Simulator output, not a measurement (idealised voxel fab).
The process module that follows is named voxel transistor to metal.
The cross-section shown here is cut; it is 200 nm wide and divided into square cells measuring 5 nm on a side.
Format of a cross-section: grid, square cells. Given as bands. Order: top down. Band: one or more rows of cells. Read a band's entry like this: the first values are the height of its top and the height of its bottom in nm, and what follows is the sequence of materials from left to right, each with its width in nm. Note that "empty" is empty space, and that a single material marked "all across" reaches across the band from edge to edge. For the purposes of this specification, 0 denotes the height below which the wafer in its as-received condition is composed wholly of one material, and the lowermost band, lacking a lower limit, extends downward without end, as expressed in "0 and below". Note: "30->40" means the width goes from the first number (top row of the band) to the second number (bottom row) in equal steps per row of cells. "no modifications" for a step: no cell of the cross-section changed in that step. You'll see "Internal closed voids" listing empty spaces that have no way open to the top, as long as they're 8 cells or more; the notation is width x height at distance, where the distance is from the left edge, and all of it is in nm. If you see something after the settings on a step's line, that's the simulator's own remark about that step. Among the settings permitted on a step's line is "overlay nm"; applied to a step with a mask, it specifies the extent to which the mask lay to the right of its planned position, whereas a negative figure signifies a position to the left.
Listed below are the process steps as planned:
1,RECEIVE: material Si
2,OXIDIZE: depth nm 5
3,CONFORMAL_DEP: material SiN, thk nm 15
4,MASKED_ETCH: tone cover, mask id ACTIVE, width nm 105, etch materials SiN, depth nm 15, overlay nm 0
5,MASKED_ETCH: tone cover, mask id ACTIVE, width nm 105, etch materials SiO2, depth nm 5, overlay nm 0
6,MASKED_ETCH: tone cover, mask id ACTIVE, width nm 105, etch materials Si, depth nm 25, overlay nm 0
7,FILL_DEP: material SiO2, thk nm 5
8,CMP: height nm 15
9,SELECTIVE_ETCH: etch materials SiO2, depth nm 15
10,STRIP: etch materials SiN
11,SELECTIVE_ETCH: etch materials SiO2, depth nm 5
12,OXIDIZE: depth nm 5
13,DIRECTIONAL_DEP: material polySi, thk nm 20
14,DIRECTIONAL_DEP: material SiCN, thk nm 15
15,PATTERN: tone cover, mask id GATE, material resist, width nm 25, thk nm 15, overlay nm 0
16,DIRECTIONAL_ETCH: etch materials SiCN, depth nm 25
17,DIRECTIONAL_ETCH: etch materials polySi, depth nm 30
18,STRIP: etch materials resist
19,CONFORMAL_DEP: material SiN, thk nm 10
20,DIRECTIONAL_ETCH: etch materials SiN, depth nm 10
21,DIRECTIONAL_ETCH: etch materials SiO2, depth nm 5
22,DIRECTIONAL_ETCH: etch materials Si, depth nm 5
23,EPI: material pSi, thk nm 5
24,FILL_DEP: material SiO2, thk nm 5
25,CMP: height nm 15
26,STRIP: etch materials polySi
27,SELECTIVE_ETCH: etch materials SiO2, depth nm 5
28,CONFORMAL_DEP: material HfO2, thk nm 5
29,CONFORMAL_DEP: material TiN, thk nm 5
30,FILL_DEP: material W, thk nm 10
31,CMP: height nm 10
32,DIRECTIONAL_DEP: material SiO2, thk nm 15
33,MASKED_ETCH: tone open, mask id CONTACT, width nm 15, pitch nm 80, etch materials SiO2, depth nm 35, overlay nm 0
34,CONFORMAL_DEP: material TiN, thk nm 5
35,FILL_DEP: material W, thk nm 10
36,CMP: height nm 25
37,CONFORMAL_DEP: material SiN, thk nm 5
38,DIRECTIONAL_DEP: material lowk, thk nm 25
39,DIRECTIONAL_DEP: material aC, thk nm 10
40,PATTERN: tone open, mask id METAL_1, material resist, width nm 15, pitch nm 80, thk nm 30, overlay nm 0
41,DIRECTIONAL_ETCH: etch materials aC, depth nm 10
42,STRIP: etch materials resist
43,DIRECTIONAL_ETCH: etch materials lowk, depth nm 25
44,DIRECTIONAL_ETCH: etch materials SiN, depth nm 5
45,STRIP: etch materials aC
46,CONFORMAL_DEP: material TiN, thk nm 5
47,FILL_DEP: material Ru, thk nm 5
48,CMP: height nm 55
49,CONFORMAL_DEP: material SiN, thk nm 5
Cross-section of the incoming wafer, state after step 1:
- 0 and below = Si all across
- Internal closed voids: none
First of two wafers: cross-section at end of module, run per plan:
- 60 down to 55 = SiN all across
- 55 down to 30 = lowk 50; TiN 5; Ru 5; TiN 5; lowk 65; TiN 5; Ru 5; TiN 5; lowk 55
- 30 down to 25 = SiN 50; TiN 15; SiN 65; TiN 15; SiN 55
- 25 down to 10 = SiO2 50; TiN 5; W 5; TiN 5; SiO2 65; TiN 5; W 5; TiN 5; SiO2 55
- 10 down to 0 = SiO2 50; TiN 5; W 5; TiN 5; SiO2 10; SiN 10; HfO2 5; TiN 5; W 5; TiN 5; HfO2 5; SiN 10; SiO2 10; TiN 5; W 5; TiN 5; SiO2 55
- 0 down to -5 = SiO2 50; TiN 5; W 5; TiN 5; SiO2 10; SiN 10; HfO2 5; TiN 15; HfO2 5; SiN 10; SiO2 10; TiN 5; W 5; TiN 5; SiO2 55
- -5 down to -10 = SiO2 50; TiN 15; SiO2 5; pSi 5; SiO2 5; HfO2 35; SiO2 5; pSi 5; SiO2 5; TiN 15; SiO2 55
- -10 down to -15 = SiO2 45; pSi 30; Si 45; pSi 30; SiO2 50
- -15 down to -30 = SiO2 45; Si 105; SiO2 50
- -30 and below = Si all across
- Internal closed voids: none
Now the second wafer, cross-sectioned at the end of the module. Nothing different at the start, nothing different in the plan compared with the first, just one mistake when it was actually run:
- 60 down to 55 = SiN all across
- 55 down to 30 = lowk 50; TiN 5; Ru 5; TiN 5; lowk 65; TiN 5; Ru 5; TiN 5; lowk 55
- 30 down to 25 = SiN 50; TiN 15; SiN 65; TiN 15; SiN 55
- 25 down to 10 = SiO2 50; TiN 5; W 5; TiN 5; SiO2 65; TiN 5; W 5; TiN 5; SiO2 55
- 10 down to 0 = SiO2 50; TiN 5; W 5; TiN 5; SiO2 10; SiN 10; HfO2 5; TiN 5; W 5; TiN 5; HfO2 5; SiN 10; SiO2 10; TiN 5; W 5; TiN 5; SiO2 55
- 0 down to -5 = SiO2 50; TiN 5; W 5; TiN 5; SiO2 10; SiN 10; HfO2 5; TiN 15; HfO2 5; SiN 10; SiO2 10; TiN 5; W 5; TiN 5; SiO2 55
- -5 down to -10 = SiO2 50; TiN 15; SiO2 5; pSi 5; SiO2 5; HfO2 35; SiO2 5; pSi 5; SiO2 5; TiN 15; SiO2 55
- -10 down to -15 = SiO2 45; pSi 30; Si 45; pSi 30; SiO2 50
- -15 down to -55 = SiO2 45; Si 105; SiO2 50
- -55 and below = Si all across
- Internal closed voids: none
What went wrong in running the wafer? twice over, step 6 of the plan was run
Wrapping up, a cell-based count of both wafers puts the second over or under the first for these materials: -95 Si; +95 SiO2
